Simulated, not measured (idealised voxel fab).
process module | voxel released beams
cross-section cut | 265 nm wide | cells 5 nm
A cross-section is a grid of square cells, given in bands from the top down. A band is one or more rows of cells.
Each band's line starts with the height of the band's top and of its bottom, in nm. Then come its materials from left to right, each with its width in nm. One material with "throughout" fills the band from edge to edge. "air" is empty space.
Height 0 is the level under which the wafer as received is all one material. The lowest band goes on downwards, as in "0 down".
A width such as "30 to 40" changes by the same amount from each row of cells to the next, from the band's top row to its bottom row.
"no change" after a step means that no cell of the cross-section changed.
closed voids: empty space of 8 cells or more with no open way to the top, each as width x height at its distance from the left edge, in nm
after a step's settings: what the simulator itself notes on the step
overlay nm, on a step with a mask: how far to the right of its planned place the mask lay; to the left if negative
plan
1 op RECEIVE | material Si
2 op CONFORMAL_DEP | material Al2O3 | thk nm 10
3 op DIRECTIONAL_DEP | material SiO2 | thk nm 10
4 op MASKED_ETCH | tone open | mask id ANCHOR | width nm 40 | etch materials SiO2 | depth nm 10 | overlay nm 0
5 op CONFORMAL_DEP | material W | thk nm 15
6 op MASKED_ETCH | tone cover | mask id BEAM | width nm 90 | etch materials W | depth nm 15 | overlay nm 0
7 op STRIP | etch materials SiO2
as received, after step 1
  0 down: Si throughout
  closed voids: none
first wafer at the end, as planned
  35 to 25: air 85 | W 20 | air 10 | W 60 | air 90
  25 to 20: air 85 | W 90 | air 90
  20 to 10: air 90 | W 40 | air 135
  10 to 0: Al2O3 throughout
  0 down: Si throughout
  closed voids: none
second wafer at the end: like start, like plan, one mistake
  35 to 25: air 85 | W 25 | air 10 | W 55 | air 90
  25 to 20: air 85 | W 90 | air 90
  20 to 10: air 95 | W 40 | air 130
  10 to 0: Al2O3 throughout
  0 down: Si throughout
  closed voids: none
what went wrong: step 4 ran as: op MASKED_ETCH | tone open | mask id ANCHOR | width nm 40 | etch materials SiO2 | depth nm 10 | overlay nm 5
at the end the second wafer has, in cells: as many of each material as the first, in other places
